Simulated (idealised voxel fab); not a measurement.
Name of the process module below: voxel double patterning
Cross-section cut: width 235 nm, square cells of 5 nm.
Cross-section, as written here: a square-cell grid given band by band from the top down, where a band holds one or more rows of cells.
It is stipulated that each band's entry specify, in nanometres, the height of the top of the band and then that of its bottom, followed by the materials of the band in left-to-right sequence, each together with its width in nanometres. A single material marked by the word "full width" is understood to fill the band from edge to edge; the word "air" is understood to denote empty space.
Below 0: as-received wafer, all one material; heights counted from there. Lowest band: no bottom, goes on down, written "top 0, no bottom".
A width given as "30 to 40" starts at the first number in the band's top row and ends at the second number in its bottom row, shifting by an equal amount at every step from row to row.
Key: "no alteration" - step with no changed cell in the cross-section.
Under "Closed cavity list" you'll find the enclosed gaps, the ones with no way out to the top, that are 8 cells or bigger; each reads width x height at distance, with distance counted from the left edge, everything in nm.
That trailing text on a step's line, after the settings, is the simulator's own remark on the step.
Among the settings permitted on a step's line is "overlay nm"; applied to a step with a mask, it specifies the extent to which the mask lay to the right of its planned position, whereas a negative figure signifies a position to the left.
The planned process steps are enumerated hereunder:
1 op RECEIVE | material Si
2 op CONFORMAL_DEP | material SiN | thk nm 5
3 op DIRECTIONAL_DEP | material SiO2 | thk nm 15
4 op DIRECTIONAL_DEP | material SiCN | thk nm 10
5 op PATTERN | tone open | mask id FIRST | material resist | width nm 15 | pitch nm 50 | thk nm 15 | overlay nm 0
6 op DIRECTIONAL_ETCH | etch materials SiCN | depth nm 10
7 op STRIP | etch materials resist
8 op MASKED_ETCH | tone open | mask id SECOND | width nm 15 | etch materials SiCN | depth nm 10 | overlay nm 0
9 op DIRECTIONAL_ETCH | etch materials SiO2 | depth nm 15
10 op STRIP | etch materials SiCN
For clarity, it should be stated that the wafers under discussion commence in an identical condition and differ with respect to the width nm of step 8, the plan indicating the value that the first wafer had.
Cross-section: the first of several wafers in its as-received state, i.e. following step 1:
	top 0, no bottom  Si full width
	Closed cavity list: none
Wafer rows, end of module: cells per material gained (+) or lost (-) since receipt; closed voids last:
width nm 15; +47 SiN; +114 SiO2; Closed cavity list: none
width nm 20; +47 SiN; +111 SiO2; Closed cavity list: none
width nm 25; +47 SiN; +108 SiO2; Closed cavity list: none
width nm 30; +47 SiN; +105 SiO2; Closed cavity list: none
